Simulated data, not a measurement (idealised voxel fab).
The document below concerns the process module designated voxel gate over fins.
Square cell edge 5 nm, section width 260 nm, ID cut.
Cross-section layout: square cells on a grid; listed as bands, top to bottom; a band spans one or more cell rows.
Band entry format. Leading values: height of top, height of bottom, nm. Remainder: materials in left-to-right order, each with its width in nm. Special words: "everywhere" on a single material, which then fills the band edge to edge; "empty", empty space.
Heads up on the height convention: 0 is the point under which the incoming wafer is all one material, and the lowest band has no bottom, it just keeps going down, like "top 0, no bottom".
It should be noted that a width expressed as "30->40" varies in equal increments from row to row of cells within the band, taking the value of the first number at the top row and that of the second number at the bottom row.
Key: "no alteration" - step with no changed cell in the cross-section.
What "Encapsulated voids" gives you is every empty space of 8 cells or more that is cut off from the top. Each appears as width x height at distance, with the distance taken from the left edge and width, height and distance all in nm.
If you see something after the settings on a step's line, that's the simulator's own remark about that step.
The optional step-line setting "overlay nm" applies to steps with a mask and quantifies how far to the right of its planned location the mask lay, a negative value indicating leftward placement.
List of planned process steps
1 RECEIVE [material Si]
2 CONFORMAL_DEP [material SiN] [thk nm 5]
3 MASKED_ETCH [tone cover] [mask id FINS] [width nm 15] [pitch nm 45] [etch materials SiN] [depth nm 5] [overlay nm 0]
4 MASKED_ETCH [tone cover] [mask id FINS] [width nm 15] [pitch nm 45] [etch materials Si] [depth nm 35] [overlay nm 0]
5 FILL_DEP [material SiO2] [thk nm 10]
6 CMP [height nm 5]
7 SELECTIVE_ETCH [etch materials SiO2] [depth nm 15]
8 STRIP [etch materials SiN]
9 CONFORMAL_DEP [material HfO2] [thk nm 5]
10 CONFORMAL_DEP [material TiN] [thk nm 5]
11 FILL_DEP [material W] [thk nm 10]
12 CMP [height nm 15]
13 CONFORMAL_DEP [material SiCN] [thk nm 5]
The first of a set of two wafers, run to plan
The cross-section here shows the wafer as received, i.e. in its state after step 1
  top 0, no bottom  Si everywhere
  Encapsulated voids: none
Step 2 done - wafer cross-section
  top 5, bottom 0  SiN everywhere
  Lower than 0, everything is as it was.
Step 3 done - wafer cross-section
  top 5, bottom 0  empty (55)  SiN (15)  empty (30)  SiN (15)  empty (30)  SiN (15)  empty (30)  SiN (15)  empty (55)
  Lower than 0, everything is as it was.
Step 4 done - wafer cross-section
  top 5, bottom 0  empty (55)  SiN (15)  empty (30)  SiN (15)  empty (30)  SiN (15)  empty (30)  SiN (15)  empty (55)
  top 0, bottom -35  empty (55)  Si (15)  empty (30)  Si (15)  empty (30)  Si (15)  empty (30)  Si (15)  empty (55)
  Lower than -35, everything is as it was.
Step 5 done - wafer cross-section
  top 15, bottom 5  SiO2 everywhere
  top 5, bottom 0  SiO2 (55)  SiN (15)  SiO2 (30)  SiN (15)  SiO2 (30)  SiN (15)  SiO2 (30)  SiN (15)  SiO2 (55)
  top 0, bottom -35  SiO2 (55)  Si (15)  SiO2 (30)  Si (15)  SiO2 (30)  Si (15)  SiO2 (30)  Si (15)  SiO2 (55)
  Lower than -35, everything is as it was.
Step 6 done - wafer cross-section
  top 5, bottom 0  SiO2 (55)  SiN (15)  SiO2 (30)  SiN (15)  SiO2 (30)  SiN (15)  SiO2 (30)  SiN (15)  SiO2 (55)
  Lower than 0, everything is as it was.
Step 7 done - wafer cross-section
  top 5, bottom 0  empty (55)  SiN (15)  empty (30)  SiN (15)  empty (30)  SiN (15)  empty (30)  SiN (15)  empty (55)
  top 0, bottom -10  empty (55)  Si (15)  empty (30)  Si (15)  empty (30)  Si (15)  empty (30)  Si (15)  empty (55)
  Lower than -10, everything is as it was.
Step 8 done - wafer cross-section
  top 0, bottom -10  empty (55)  Si (15)  empty (30)  Si (15)  empty (30)  Si (15)  empty (30)  Si (15)  empty (55)
  Lower than -10, everything is as it was.
Step 9 done - wafer cross-section
  top 5, bottom 0  empty (50)  HfO2 (25)  empty (20)  HfO2 (25)  empty (20)  HfO2 (25)  empty (20)  HfO2 (25)  empty (50)
  top 0, bottom -5  empty (50)  HfO2 (5)  Si (15)  HfO2 (5)  empty (20)  HfO2 (5)  Si (15)  HfO2 (5)  empty (20)  HfO2 (5)  Si (15)  HfO2 (5)  empty (20)  HfO2 (5)  Si (15)  HfO2 (5)  empty (50)
  top -5, bottom -10  HfO2 (55)  Si (15)  HfO2 (30)  Si (15)  HfO2 (30)  Si (15)  HfO2 (30)  Si (15)  HfO2 (55)
  Lower than -10, everything is as it was.
Step 10 done - wafer cross-section
  top 10, bottom 5  empty (45)  TiN (35)  empty (10)  TiN (35)  empty (10)  TiN (35)  empty (10)  TiN (35)  empty (45)
  top 5, bottom 0  empty (45)  TiN (5)  HfO2 (25)  TiN (5)  empty (10)  TiN (5)  HfO2 (25)  TiN (5)  empty (10)  TiN (5)  HfO2 (25)  TiN (5)  empty (10)  TiN (5)  HfO2 (25)  TiN (5)  empty (45)
  top 0, bottom -5  TiN (50)  HfO2 (5)  Si (15)  HfO2 (5)  TiN (20)  HfO2 (5)  Si (15)  HfO2 (5)  TiN (20)  HfO2 (5)  Si (15)  HfO2 (5)  TiN (20)  HfO2 (5)  Si (15)  HfO2 (5)  TiN (50)
  Lower than -5, everything is as it was.
Step 11 done - wafer cross-section
  top 20, bottom 10  W everywhere
  top 10, bottom 5  W (45)  TiN (35)  W (10)  TiN (35)  W (10)  TiN (35)  W (10)  TiN (35)  W (45)
  top 5, bottom 0  W (45)  TiN (5)  HfO2 (25)  TiN (5)  W (10)  TiN (5)  HfO2 (25)  TiN (5)  W (10)  TiN (5)  HfO2 (25)  TiN (5)  W (10)  TiN (5)  HfO2 (25)  TiN (5)  W (45)
  Lower than 0, everything is as it was.
Step 12 done - wafer cross-section
  top 15, bottom 10  W everywhere
  Lower than 10, everything is as it was.
Step 13 done - wafer cross-section
  top 20, bottom 15  SiCN everywhere
  Lower than 15, everything is as it was.
The second wafer was prepared from the same starting point and under the same plan as the first; its processing contained one mistake, and it remains indistinguishable from the first wafer up to and including step 6
Second wafer shown in cross-section at the time step 7 was slated to end
  top 5, bottom 0  SiO2 (55)  empty (15)  SiO2 (30)  empty (15)  SiO2 (30)  empty (15)  SiO2 (30)  empty (15)  SiO2 (55)
  Lower than 0, everything is as it was.
Second wafer shown in cross-section at the time step 8 was slated to end
  top 0, bottom -10  empty (55)  Si (15)  empty (30)  Si (15)  empty (30)  Si (15)  empty (30)  Si (15)  empty (55)
  top -10, bottom -15  SiO2 (40)  empty (15)  Si (15)  empty (30)  Si (15)  empty (30)  Si (15)  empty (30)  Si (15)  empty (15)  SiO2 (40)
  Lower than -15, everything is as it was.
Second wafer shown in cross-section at the time step 9 was slated to end
  top 5, bottom 0  empty (50)  HfO2 (25)  empty (20)  HfO2 (25)  empty (20)  HfO2 (25)  empty (20)  HfO2 (25)  empty (50)
  top 0, bottom -5  empty (50)  HfO2 (5)  Si (15)  HfO2 (5)  empty (20)  HfO2 (5)  Si (15)  HfO2 (5)  empty (20)  HfO2 (5)  Si (15)  HfO2 (5)  empty (20)  HfO2 (5)  Si (15)  HfO2 (5)  empty (50)
  top -5, bottom -10  HfO2 (45)  empty (5)  HfO2 (5)  Si (15)  HfO2 (5)  empty (20)  HfO2 (5)  Si (15)  HfO2 (5)  empty (20)  HfO2 (5)  Si (15)  HfO2 (5)  empty (20)  HfO2 (5)  Si (15)  HfO2 (5)  empty (5)  HfO2 (45)
  top -10, bottom -15  SiO2 (40)  HfO2 (15)  Si (15)  HfO2 (30)  Si (15)  HfO2 (30)  Si (15)  HfO2 (30)  Si (15)  HfO2 (15)  SiO2 (40)
  Lower than -15, everything is as it was.
Second wafer shown in cross-section at the time step 10 was slated to end
  top 10, bottom 5  empty (45)  TiN (35)  empty (10)  TiN (35)  empty (10)  TiN (35)  empty (10)  TiN (35)  empty (45)
  top 5, bottom 0  empty (45)  TiN (5)  HfO2 (25)  TiN (5)  empty (10)  TiN (5)  HfO2 (25)  TiN (5)  empty (10)  TiN (5)  HfO2 (25)  TiN (5)  empty (10)  TiN (5)  HfO2 (25)  TiN (5)  empty (45)
  top 0, bottom -5  TiN (50)  HfO2 (5)  Si (15)  HfO2 (5)  TiN (5)  empty (10)  TiN (5)  HfO2 (5)  Si (15)  HfO2 (5)  TiN (5)  empty (10)  TiN (5)  HfO2 (5)  Si (15)  HfO2 (5)  TiN (5)  empty (10)  TiN (5)  HfO2 (5)  Si (15)  HfO2 (5)  TiN (50)
  top -5, bottom -10  HfO2 (45)  TiN (5)  HfO2 (5)  Si (15)  HfO2 (5)  TiN (20)  HfO2 (5)  Si (15)  HfO2 (5)  TiN (20)  HfO2 (5)  Si (15)  HfO2 (5)  TiN (20)  HfO2 (5)  Si (15)  HfO2 (5)  TiN (5)  HfO2 (45)
  Lower than -10, everything is as it was.
Second wafer shown in cross-section at the time step 11 was slated to end
  top 20, bottom 10  W everywhere
  top 10, bottom 5  W (45)  TiN (35)  W (10)  TiN (35)  W (10)  TiN (35)  W (10)  TiN (35)  W (45)
  top 5, bottom 0  W (45)  TiN (5)  HfO2 (25)  TiN (5)  W (10)  TiN (5)  HfO2 (25)  TiN (5)  W (10)  TiN (5)  HfO2 (25)  TiN (5)  W (10)  TiN (5)  HfO2 (25)  TiN (5)  W (45)
  top 0, bottom -5  TiN (50)  HfO2 (5)  Si (15)  HfO2 (5)  TiN (5)  W (10)  TiN (5)  HfO2 (5)  Si (15)  HfO2 (5)  TiN (5)  W (10)  TiN (5)  HfO2 (5)  Si (15)  HfO2 (5)  TiN (5)  W (10)  TiN (5)  HfO2 (5)  Si (15)  HfO2 (5)  TiN (50)
  Lower than -5, everything is as it was.
Second wafer shown in cross-section at the time step 12 was slated to end
  top 15, bottom 10  W everywhere
  Lower than 10, everything is as it was.
Second wafer shown in cross-section at the time step 13 was slated to end
  top 20, bottom 15  SiCN everywhere
  Lower than 15, everything is as it was.
Error vs. plan: a sequencing error occurred in which plan steps 7 and 8 were transposed
End check, counted in cells, second wafer has more or fewer of these materials than the first: HfO2 +10, SiO2 -24, TiN +8, W +6
